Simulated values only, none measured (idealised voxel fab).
process module | voxel self aligned vias
Section cut is 210 nm wide and gridded with 5 nm square cells.
Heads up, the way a cross-section reads in here is a grid of square cells, handed over as bands from the top down, with every band being one or more rows of cells.
First you get the band's top height and its bottom height, in nm, and then the materials it's made of, left to right, with each width in nm. If you see a single material with "all across", that one covers the band edge to edge. "empty" is empty space.
All heights in this document are referenced to 0, defined as the level beneath which the wafer, as received, consists entirely of one material. The lowest band is not bounded below; it extends indefinitely downward and is written in the form "0 nm and below".
You'd read "30->40" like this: the band's top row of cells is as wide as the first number, its bottom row is as wide as the second, and going down, every row changes width by the same amount as the row before did.
Step marked "nothing got changed"? Then no cell in the cross-section changed in it.
"Enclosed void entries" means: voids of 8 cells or more that are shut off from the top with no open way through. Written width x height at distance, distance from the left edge, in nm.
What comes after the settings on a step's line is commentary from the simulator itself on that step.
A step's line can hold "overlay nm"; with a mask on that step, the setting says how far right of the planned place the mask lay, while a negative setting says it lay to the left.
plan:
| 1 | RECEIVE | material Si |
| 2 | CONFORMAL_DEP | material SiO2 | thk nm 10 |
| 3 | CONFORMAL_DEP | material SiCN | thk nm 5 |
| 4 | DIRECTIONAL_DEP | material SiO2 | thk nm 25 |
| 5 | DIRECTIONAL_DEP | material aC | thk nm 15 |
| 6 | PATTERN | tone open | mask id LINES | material resist | width nm 20 | pitch nm 65 | thk nm 30 | overlay nm 0 |
| 7 | DIRECTIONAL_ETCH | etch materials aC | depth nm 15 |
| 8 | STRIP | etch materials resist |
| 9 | DIRECTIONAL_ETCH | etch materials SiO2 | depth nm 25 |
| 10 | STRIP | etch materials aC |
| 11 | CONFORMAL_DEP | material TiN | thk nm 5 |
| 12 | FILL_DEP | material Ru | thk nm 10 |
| 13 | CMP | height nm 40 |
| 14 | SELECTIVE_ETCH | etch materials W Ru TiN | depth nm 10 |
| 15 | FILL_DEP | material SiN | thk nm 5 |
| 16 | CMP | height nm 40 |
| 17 | DIRECTIONAL_DEP | material SiO2 | thk nm 20 |
| 18 | MASKED_ETCH | tone open | mask id VIAS | width nm 40 | pitch nm 130 | etch materials SiO2 | depth nm 20 | overlay nm 0 |
| 19 | MASKED_ETCH | tone open | mask id VIAS | width nm 40 | pitch nm 130 | etch materials SiN | depth nm 10 | overlay nm 0 |
| 20 | CONFORMAL_DEP | material TiN | thk nm 5 |
| 21 | FILL_DEP | material Cu | thk nm 10 |
| 22 | CMP | height nm 60 |
| 23 | CONFORMAL_DEP | material SiCN | thk nm 5 |
Below: the first of two wafers, run as planned:
Wafer as received: cross-section following step 1:
    0 nm and below | Si all across
    Enclosed void entries: none
Cross-sectional representation of the wafer at the conclusion of step 2:
    10 nm to 0 nm | SiO2 all across
    Anything lower than 0 is untouched.
Cross-sectional representation of the wafer at the conclusion of step 3:
    15 nm to 10 nm | SiCN all across
    Anything lower than 10 is untouched.
Cross-sectional representation of the wafer at the conclusion of step 4:
    40 nm to 15 nm | SiO2 all across
    Anything lower than 15 is untouched.
Cross-sectional representation of the wafer at the conclusion of step 5:
    55 nm to 40 nm | aC all across
    Anything lower than 40 is untouched.
Cross-sectional representation of the wafer at the conclusion of step 6:
    85 nm to 55 nm | 30 nm resist; 20 nm empty; 45 nm resist; 20 nm empty; 45 nm resist; 20 nm empty; 30 nm resist
    Anything lower than 55 is untouched.
Cross-sectional representation of the wafer at the conclusion of step 7:
    70 nm to 55 nm | 30 nm resist; 20 nm empty; 45 nm resist; 20 nm empty; 45 nm resist; 20 nm empty; 30 nm resist
    55 nm to 40 nm | 30 nm aC; 20 nm empty; 45 nm aC; 20 nm empty; 45 nm aC; 20 nm empty; 30 nm aC
    Anything lower than 40 is untouched.
Cross-sectional representation of the wafer at the conclusion of step 8:
    55 nm to 40 nm | 30 nm aC; 20 nm empty; 45 nm aC; 20 nm empty; 45 nm aC; 20 nm empty; 30 nm aC
    Anything lower than 40 is untouched.
Cross-sectional representation of the wafer at the conclusion of step 9:
    55 nm to 40 nm | 30 nm aC; 20 nm empty; 45 nm aC; 20 nm empty; 45 nm aC; 20 nm empty; 30 nm aC
    40 nm to 15 nm | 30 nm SiO2; 20 nm empty; 45 nm SiO2; 20 nm empty; 45 nm SiO2; 20 nm empty; 30 nm SiO2
    Anything lower than 15 is untouched.
Cross-sectional representation of the wafer at the conclusion of step 10:
    40 nm to 15 nm | 30 nm SiO2; 20 nm empty; 45 nm SiO2; 20 nm empty; 45 nm SiO2; 20 nm empty; 30 nm SiO2
    Anything lower than 15 is untouched.
Cross-sectional representation of the wafer at the conclusion of step 11:
    45 nm to 40 nm | 35 nm TiN; 10 nm empty; 55 nm TiN; 10 nm empty; 55 nm TiN; 10 nm empty; 35 nm TiN
    40 nm to 20 nm | 30 nm SiO2; 5 nm TiN; 10 nm empty; 5 nm TiN; 45 nm SiO2; 5 nm TiN; 10 nm empty; 5 nm TiN; 45 nm SiO2; 5 nm TiN; 10 nm empty; 5 nm TiN; 30 nm SiO2
    20 nm to 15 nm | 30 nm SiO2; 20 nm TiN; 45 nm SiO2; 20 nm TiN; 45 nm SiO2; 20 nm TiN; 30 nm SiO2
    Anything lower than 15 is untouched.
Cross-sectional representation of the wafer at the conclusion of step 12:
    55 nm to 45 nm | Ru all across
    45 nm to 40 nm | 35 nm TiN; 10 nm Ru; 55 nm TiN; 10 nm Ru; 55 nm TiN; 10 nm Ru; 35 nm TiN
    40 nm to 20 nm | 30 nm SiO2; 5 nm TiN; 10 nm Ru; 5 nm TiN; 45 nm SiO2; 5 nm TiN; 10 nm Ru; 5 nm TiN; 45 nm SiO2; 5 nm TiN; 10 nm Ru; 5 nm TiN; 30 nm SiO2
    Anything lower than 20 is untouched.
Cross-sectional representation of the wafer at the conclusion of step 13:
    40 nm to 20 nm | 30 nm SiO2; 5 nm TiN; 10 nm Ru; 5 nm TiN; 45 nm SiO2; 5 nm TiN; 10 nm Ru; 5 nm TiN; 45 nm SiO2; 5 nm TiN; 10 nm Ru; 5 nm TiN; 30 nm SiO2
    Anything lower than 20 is untouched.
Cross-sectional representation of the wafer at the conclusion of step 14:
    40 nm to 30 nm | 30 nm SiO2; 20 nm empty; 45 nm SiO2; 20 nm empty; 45 nm SiO2; 20 nm empty; 30 nm SiO2
    Anything lower than 30 is untouched.
Cross-sectional representation of the wafer at the conclusion of step 15:
    45 nm to 40 nm | SiN all across
    40 nm to 30 nm | 30 nm SiO2; 20 nm SiN; 45 nm SiO2; 20 nm SiN; 45 nm SiO2; 20 nm SiN; 30 nm SiO2
    Anything lower than 30 is untouched.
Cross-sectional representation of the wafer at the conclusion of step 16:
    40 nm to 30 nm | 30 nm SiO2; 20 nm SiN; 45 nm SiO2; 20 nm SiN; 45 nm SiO2; 20 nm SiN; 30 nm SiO2
    Anything lower than 30 is untouched.
Cross-sectional representation of the wafer at the conclusion of step 17:
    60 nm to 40 nm | SiO2 all across
    Anything lower than 40 is untouched.
Cross-sectional representation of the wafer at the conclusion of step 18:
    60 nm to 40 nm | 20 nm SiO2; 40 nm empty; 90 nm SiO2; 40 nm empty; 20 nm SiO2
    Anything lower than 40 is untouched.
Cross-sectional representation of the wafer at the conclusion of step 19:
    60 nm to 40 nm | 20 nm SiO2; 40 nm empty; 90 nm SiO2; 40 nm empty; 20 nm SiO2
    40 nm to 30 nm | 30 nm SiO2; 20 nm empty; 45 nm SiO2; 20 nm SiN; 45 nm SiO2; 20 nm empty; 30 nm SiO2
    Anything lower than 30 is untouched.
Cross-sectional representation of the wafer at the conclusion of step 20:
    65 nm to 60 nm | 25 nm TiN; 30 nm empty; 100 nm TiN; 30 nm empty; 25 nm TiN
    60 nm to 45 nm | 20 nm SiO2; 5 nm TiN; 30 nm empty; 5 nm TiN; 90 nm SiO2; 5 nm TiN; 30 nm empty; 5 nm TiN; 20 nm SiO2
    45 nm to 40 nm | 20 nm SiO2; 15 nm TiN; 10 nm empty; 15 nm TiN; 90 nm SiO2; 15 nm TiN; 10 nm empty; 15 nm TiN; 20 nm SiO2
    40 nm to 35 nm | 30 nm SiO2; 5 nm TiN; 10 nm empty; 5 nm TiN; 45 nm SiO2; 20 nm SiN; 45 nm SiO2; 5 nm TiN; 10 nm empty; 5 nm TiN; 30 nm SiO2
    35 nm to 30 nm | 30 nm SiO2; 20 nm TiN; 45 nm SiO2; 20 nm SiN; 45 nm SiO2; 20 nm TiN; 30 nm SiO2
    Anything lower than 30 is untouched.
Cross-sectional representation of the wafer at the conclusion of step 21:
    75 nm to 65 nm | Cu all across
    65 nm to 60 nm | 25 nm TiN; 30 nm Cu; 100 nm TiN; 30 nm Cu; 25 nm TiN
    60 nm to 45 nm | 20 nm SiO2; 5 nm TiN; 30 nm Cu; 5 nm TiN; 90 nm SiO2; 5 nm TiN; 30 nm Cu; 5 nm TiN; 20 nm SiO2
    45 nm to 40 nm | 20 nm SiO2; 15 nm TiN; 10 nm Cu; 15 nm TiN; 90 nm SiO2; 15 nm TiN; 10 nm Cu; 15 nm TiN; 20 nm SiO2
    40 nm to 35 nm | 30 nm SiO2; 5 nm TiN; 10 nm Cu; 5 nm TiN; 45 nm SiO2; 20 nm SiN; 45 nm SiO2; 5 nm TiN; 10 nm Cu; 5 nm TiN; 30 nm SiO2
    Anything lower than 35 is untouched.
Cross-sectional representation of the wafer at the conclusion of step 22:
    60 nm to 45 nm | 20 nm SiO2; 5 nm TiN; 30 nm Cu; 5 nm TiN; 90 nm SiO2; 5 nm TiN; 30 nm Cu; 5 nm TiN; 20 nm SiO2
    Anything lower than 45 is untouched.
Cross-sectional representation of the wafer at the conclusion of step 23:
    65 nm to 60 nm | SiCN all across
    Anything lower than 60 is untouched.
Here the second wafer is described. Its start and its plan were those of the first wafer. Its run contained one mistake. Up to and including step 5, it did exactly what the first wafer did:
Second wafer, cross-section, planned end of step 6:
    85 nm to 55 nm | 30 nm empty; 20 nm resist; 45 nm empty; 20 nm resist; 45 nm empty; 20 nm resist; 30 nm empty
    Anything lower than 55 is untouched.
Second wafer, cross-section, planned end of step 7:
    70 nm to 55 nm | 30 nm empty; 20 nm resist; 45 nm empty; 20 nm resist; 45 nm empty; 20 nm resist; 30 nm empty
    55 nm to 40 nm | 30 nm empty; 20 nm aC; 45 nm empty; 20 nm aC; 45 nm empty; 20 nm aC; 30 nm empty
    Anything lower than 40 is untouched.
Second wafer, cross-section, planned end of step 8:
    55 nm to 40 nm | 30 nm empty; 20 nm aC; 45 nm empty; 20 nm aC; 45 nm empty; 20 nm aC; 30 nm empty
    Anything lower than 40 is untouched.
Second wafer, cross-section, planned end of step 9:
    55 nm to 40 nm | 30 nm empty; 20 nm aC; 45 nm empty; 20 nm aC; 45 nm empty; 20 nm aC; 30 nm empty
    40 nm to 15 nm | 30 nm empty; 20 nm SiO2; 45 nm empty; 20 nm SiO2; 45 nm empty; 20 nm SiO2; 30 nm empty
    Anything lower than 15 is untouched.
Second wafer, cross-section, planned end of step 10:
    40 nm to 15 nm | 30 nm empty; 20 nm SiO2; 45 nm empty; 20 nm SiO2; 45 nm empty; 20 nm SiO2; 30 nm empty
    Anything lower than 15 is untouched.
Second wafer, cross-section, planned end of step 11:
    45 nm to 40 nm | 25 nm empty; 30 nm TiN; 35 nm empty; 30 nm TiN; 35 nm empty; 30 nm TiN; 25 nm empty
    40 nm to 20 nm | 25 nm empty; 5 nm TiN; 20 nm SiO2; 5 nm TiN; 35 nm empty; 5 nm TiN; 20 nm SiO2; 5 nm TiN; 35 nm empty; 5 nm TiN; 20 nm SiO2; 5 nm TiN; 25 nm empty
    20 nm to 15 nm | 30 nm TiN; 20 nm SiO2; 45 nm TiN; 20 nm SiO2; 45 nm TiN; 20 nm SiO2; 30 nm TiN
    Anything lower than 15 is untouched.
Second wafer, cross-section, planned end of step 12:
    55 nm to 45 nm | Ru all across
    45 nm to 40 nm | 25 nm Ru; 30 nm TiN; 35 nm Ru; 30 nm TiN; 35 nm Ru; 30 nm TiN; 25 nm Ru
    40 nm to 20 nm | 25 nm Ru; 5 nm TiN; 20 nm SiO2; 5 nm TiN; 35 nm Ru; 5 nm TiN; 20 nm SiO2; 5 nm TiN; 35 nm Ru; 5 nm TiN; 20 nm SiO2; 5 nm TiN; 25 nm Ru
    Anything lower than 20 is untouched.
Second wafer, cross-section, planned end of step 13:
    40 nm to 20 nm | 25 nm Ru; 5 nm TiN; 20 nm SiO2; 5 nm TiN; 35 nm Ru; 5 nm TiN; 20 nm SiO2; 5 nm TiN; 35 nm Ru; 5 nm TiN; 20 nm SiO2; 5 nm TiN; 25 nm Ru
    Anything lower than 20 is untouched.
Second wafer, cross-section, planned end of step 14:
    40 nm to 30 nm | 30 nm empty; 20 nm SiO2; 45 nm empty; 20 nm SiO2; 45 nm empty; 20 nm SiO2; 30 nm empty
    Anything lower than 30 is untouched.
Second wafer, cross-section, planned end of step 15:
    45 nm to 40 nm | SiN all across
    40 nm to 30 nm | 30 nm SiN; 20 nm SiO2; 45 nm SiN; 20 nm SiO2; 45 nm SiN; 20 nm SiO2; 30 nm SiN
    Anything lower than 30 is untouched.
Second wafer, cross-section, planned end of step 16:
    40 nm to 30 nm | 30 nm SiN; 20 nm SiO2; 45 nm SiN; 20 nm SiO2; 45 nm SiN; 20 nm SiO2; 30 nm SiN
    Anything lower than 30 is untouched.
Second wafer, cross-section, planned end of step 17:
    60 nm to 40 nm | SiO2 all across
    Anything lower than 40 is untouched.
Second wafer, cross-section, planned end of step 18:
    60 nm to 40 nm | 20 nm SiO2; 40 nm empty; 90 nm SiO2; 40 nm empty; 20 nm SiO2
    Anything lower than 40 is untouched.
Second wafer, cross-section, planned end of step 19:
    60 nm to 40 nm | 20 nm SiO2; 40 nm empty; 90 nm SiO2; 40 nm empty; 20 nm SiO2
    40 nm to 30 nm | 20 nm SiN; 10 nm empty; 20 nm SiO2; 10 nm empty; 35 nm SiN; 20 nm SiO2; 35 nm SiN; 10 nm empty; 20 nm SiO2; 10 nm empty; 20 nm SiN
    Anything lower than 30 is untouched.
Second wafer, cross-section, planned end of step 20:
    65 nm to 60 nm | 25 nm TiN; 30 nm empty; 100 nm TiN; 30 nm empty; 25 nm TiN
    60 nm to 45 nm | 20 nm SiO2; 5 nm TiN; 30 nm empty; 5 nm TiN; 90 nm SiO2; 5 nm TiN; 30 nm empty; 5 nm TiN; 20 nm SiO2
    45 nm to 40 nm | 20 nm SiO2; 40 nm TiN; 90 nm SiO2; 40 nm TiN; 20 nm SiO2
    40 nm to 30 nm | 20 nm SiN; 10 nm TiN; 20 nm SiO2; 10 nm TiN; 35 nm SiN; 20 nm SiO2; 35 nm SiN; 10 nm TiN; 20 nm SiO2; 10 nm TiN; 20 nm SiN
    Anything lower than 30 is untouched.
Second wafer, cross-section, planned end of step 21:
    75 nm to 65 nm | Cu all across
    65 nm to 60 nm | 25 nm TiN; 30 nm Cu; 100 nm TiN; 30 nm Cu; 25 nm TiN
    60 nm to 45 nm | 20 nm SiO2; 5 nm TiN; 30 nm Cu; 5 nm TiN; 90 nm SiO2; 5 nm TiN; 30 nm Cu; 5 nm TiN; 20 nm SiO2
    Anything lower than 45 is untouched.
Second wafer, cross-section, planned end of step 22:
    60 nm to 45 nm | 20 nm SiO2; 5 nm TiN; 30 nm Cu; 5 nm TiN; 90 nm SiO2; 5 nm TiN; 30 nm Cu; 5 nm TiN; 20 nm SiO2
    Anything lower than 45 is untouched.
Second wafer, cross-section, planned end of step 23:
    65 nm to 60 nm | SiCN all across
    Anything lower than 60 is untouched.
Nonconformance to the process plan: the process deviated at step 6: the operation and settings actually run there were PATTERN | tone cover | mask id LINES | material resist | width nm 20 | pitch nm 65 | thk nm 30 | overlay nm 0
End check, counted in cells, second wafer has more or fewer of these materials than the first: 8 fewer of Cu; 36 more of Ru; 36 more of SiN; 90 fewer of SiO2; 26 more of TiN
